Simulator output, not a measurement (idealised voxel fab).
process module | voxel self aligned contacts
cross-section cut | 170 nm wide | cells 5 nm
A cross-section is a grid of square cells, given in bands from the top down. A band is one or more rows of cells.
Each band's line starts with the height of the band's top and of its bottom, in nm. Then come its materials from left to right, each with its width in nm. One material with "throughout" fills the band from edge to edge. "air" is empty space.
Height 0 is the level under which the wafer as received is all one material. The lowest band goes on downwards, as in "0 down".
A width such as "30 to 40" changes by the same amount from each row of cells to the next, from the band's top row to its bottom row.
"no change" after a step means that no cell of the cross-section changed.
closed voids: empty space of 8 cells or more with no open way to the top, each as width x height at its distance from the left edge, in nm
after a step's settings: what the simulator itself notes on the step
overlay nm, on a step with a mask: how far to the right of its planned place the mask lay; to the left if negative
plan
1 op RECEIVE | material Si
2 op CONFORMAL_DEP | material SiO2 | thk nm 5
3 op DIRECTIONAL_DEP | material polySi | thk nm 25
4 op DIRECTIONAL_DEP | material SiN | thk nm 20
5 op PATTERN | tone cover | mask id GATE | material resist | width nm 25 | pitch nm 60 | thk nm 20 | overlay nm 0
6 op DIRECTIONAL_ETCH | etch materials SiN | depth nm 20
7 op DIRECTIONAL_ETCH | etch materials polySi | depth nm 25
8 op STRIP | etch materials resist
9 op CONFORMAL_DEP | material SiN | thk nm 5
10 op DIRECTIONAL_ETCH | etch materials SiN | depth nm 5
11 op FILL_DEP | material SiO2 | thk nm 15
12 op CMP | height nm 55
13 op DIRECTIONAL_DEP | material aC | thk nm 10
14 op PATTERN | tone open | mask id CONTACT | material resist | width nm 45 | thk nm 25 | overlay nm 0
15 op DIRECTIONAL_ETCH | etch materials aC | depth nm 10
16 op STRIP | etch materials resist
17 op DIRECTIONAL_ETCH | etch materials SiO2 | depth nm 55
18 op STRIP | etch materials aC
19 op CONFORMAL_DEP | material TiN | thk nm 5
20 op FILL_DEP | material Ru | thk nm 5
21 op CMP | height nm 55
22 op CONFORMAL_DEP | material SiCN | thk nm 5
first wafer, as planned
as received, after step 1
  0 down: Si throughout
  closed voids: none
after step 2
  5 to 0: SiO2 throughout
  below 0: unchanged
after step 3
  30 to 5: polySi throughout
  below 5: unchanged
after step 4
  50 to 30: SiN throughout
  below 30: unchanged
after step 5
  70 to 50: air 40 | resist 25 | air 35 | resist 25 | air 45
  below 50: unchanged
after step 6
  70 to 50: air 40 | resist 25 | air 35 | resist 25 | air 45
  50 to 30: air 40 | SiN 25 | air 35 | SiN 25 | air 45
  below 30: unchanged
after step 7
  70 to 50: air 40 | resist 25 | air 35 | resist 25 | air 45
  50 to 30: air 40 | SiN 25 | air 35 | SiN 25 | air 45
  30 to 5: air 40 | polySi 25 | air 35 | polySi 25 | air 45
  below 5: unchanged
after step 8
  50 to 30: air 40 | SiN 25 | air 35 | SiN 25 | air 45
  below 30: unchanged
after step 9
  55 to 30: air 35 | SiN 35 | air 25 | SiN 35 | air 40
  30 to 10: air 35 | SiN 5 | polySi 25 | SiN 5 | air 25 | SiN 5 | polySi 25 | SiN 5 | air 40
  10 to 5: SiN 40 | polySi 25 | SiN 35 | polySi 25 | SiN 45
  below 5: unchanged
after step 10
  50 to 30: air 35 | SiN 35 | air 25 | SiN 35 | air 40
  30 to 5: air 35 | SiN 5 | polySi 25 | SiN 5 | air 25 | SiN 5 | polySi 25 | SiN 5 | air 40
  below 5: unchanged
after step 11
  65 to 50: SiO2 throughout
  50 to 30: SiO2 35 | SiN 35 | SiO2 25 | SiN 35 | SiO2 40
  30 to 5: SiO2 35 | SiN 5 | polySi 25 | SiN 5 | SiO2 25 | SiN 5 | polySi 25 | SiN 5 | SiO2 40
  below 5: unchanged
after step 12
  55 to 50: SiO2 throughout
  below 50: unchanged
after step 13
  65 to 55: aC throughout
  below 55: unchanged
after step 14
  90 to 65: resist 60 | air 45 | resist 65
  below 65: unchanged
after step 15
  80 to 65: resist 60 | air 45 | resist 65
  65 to 55: aC 60 | air 45 | aC 65
  below 55: unchanged
after step 16
  65 to 55: aC 60 | air 45 | aC 65
  below 55: unchanged
after step 17
  65 to 55: aC 60 | air 45 | aC 65
  55 to 50: SiO2 60 | air 45 | SiO2 65
  50 to 30: SiO2 35 | SiN 35 | air 25 | SiN 35 | SiO2 40
  30 to 5: SiO2 35 | SiN 5 | polySi 25 | SiN 5 | air 25 | SiN 5 | polySi 25 | SiN 5 | SiO2 40
  5 to 0: SiO2 70 | air 25 | SiO2 75
  below 0: unchanged
after step 18
  55 to 50: SiO2 60 | air 45 | SiO2 65
  below 50: unchanged
after step 19
  60 to 55: TiN 65 | air 35 | TiN 70
  55 to 50: SiO2 60 | TiN 15 | air 15 | TiN 15 | SiO2 65
  50 to 30: SiO2 35 | SiN 35 | TiN 5 | air 15 | TiN 5 | SiN 35 | SiO2 40
  30 to 5: SiO2 35 | SiN 5 | polySi 25 | SiN 5 | TiN 5 | air 15 | TiN 5 | SiN 5 | polySi 25 | SiN 5 | SiO2 40
  5 to 0: SiO2 70 | TiN 25 | SiO2 75
  below 0: unchanged
after step 20
  65 to 60: Ru throughout
  60 to 55: TiN 65 | Ru 35 | TiN 70
  55 to 50: SiO2 60 | TiN 15 | Ru 15 | TiN 15 | SiO2 65
  50 to 30: SiO2 35 | SiN 35 | TiN 5 | Ru 15 | TiN 5 | SiN 35 | SiO2 40
  30 to 5: SiO2 35 | SiN 5 | polySi 25 | SiN 5 | TiN 5 | Ru 15 | TiN 5 | SiN 5 | polySi 25 | SiN 5 | SiO2 40
  below 5: unchanged
after step 21
  55 to 50: SiO2 60 | TiN 15 | Ru 15 | TiN 15 | SiO2 65
  below 50: unchanged
after step 22
  60 to 55: SiCN throughout
  below 55: unchanged
second wafer: like start, like plan, one mistake. Through step 13 it matches the first wafer
when step 14 should have ended
  90 to 65: air 60 | resist 45 | air 65
  below 65: unchanged
when step 15 should have ended
  80 to 65: air 60 | resist 45 | air 65
  65 to 55: air 60 | aC 45 | air 65
  below 55: unchanged
when step 16 should have ended
  65 to 55: air 60 | aC 45 | air 65
  below 55: unchanged
when step 17 should have ended
  65 to 55: air 60 | aC 45 | air 65
  55 to 50: air 60 | SiO2 45 | air 65
  50 to 30: air 35 | SiN 35 | SiO2 25 | SiN 35 | air 40
  30 to 5: air 35 | SiN 5 | polySi 25 | SiN 5 | SiO2 25 | SiN 5 | polySi 25 | SiN 5 | air 40
  5 to 0: air 35 | SiO2 95 | air 40
  below 0: unchanged
when step 18 should have ended
  55 to 50: air 60 | SiO2 45 | air 65
  below 50: unchanged
when step 19 should have ended
  60 to 55: air 55 | TiN 55 | air 60
  55 to 50: air 30 | TiN 30 | SiO2 45 | TiN 30 | air 35
  50 to 30: air 30 | TiN 5 | SiN 35 | SiO2 25 | SiN 35 | TiN 5 | air 35
  30 to 5: air 30 | TiN 5 | SiN 5 | polySi 25 | SiN 5 | SiO2 25 | SiN 5 | polySi 25 | SiN 5 | TiN 5 | air 35
  5 to 0: TiN 35 | SiO2 95 | TiN 40
  below 0: unchanged
when step 20 should have ended
  65 to 60: Ru throughout
  60 to 55: Ru 55 | TiN 55 | Ru 60
  55 to 50: Ru 30 | TiN 30 | SiO2 45 | TiN 30 | Ru 35
  50 to 30: Ru 30 | TiN 5 | SiN 35 | SiO2 25 | SiN 35 | TiN 5 | Ru 35
  30 to 5: Ru 30 | TiN 5 | SiN 5 | polySi 25 | SiN 5 | SiO2 25 | SiN 5 | polySi 25 | SiN 5 | TiN 5 | Ru 35
  below 5: unchanged
when step 21 should have ended
  55 to 50: Ru 30 | TiN 30 | SiO2 45 | TiN 30 | Ru 35
  below 50: unchanged
when step 22 should have ended
  60 to 55: SiCN throughout
  below 55: unchanged
what went wrong: step 14 ran as: op PATTERN | tone cover | mask id CONTACT | material resist | width nm 45 | thk nm 25 | overlay nm 0
at the end the second wafer has, in cells: 100 more of Ru | 116 fewer of SiO2 | 16 more of TiN
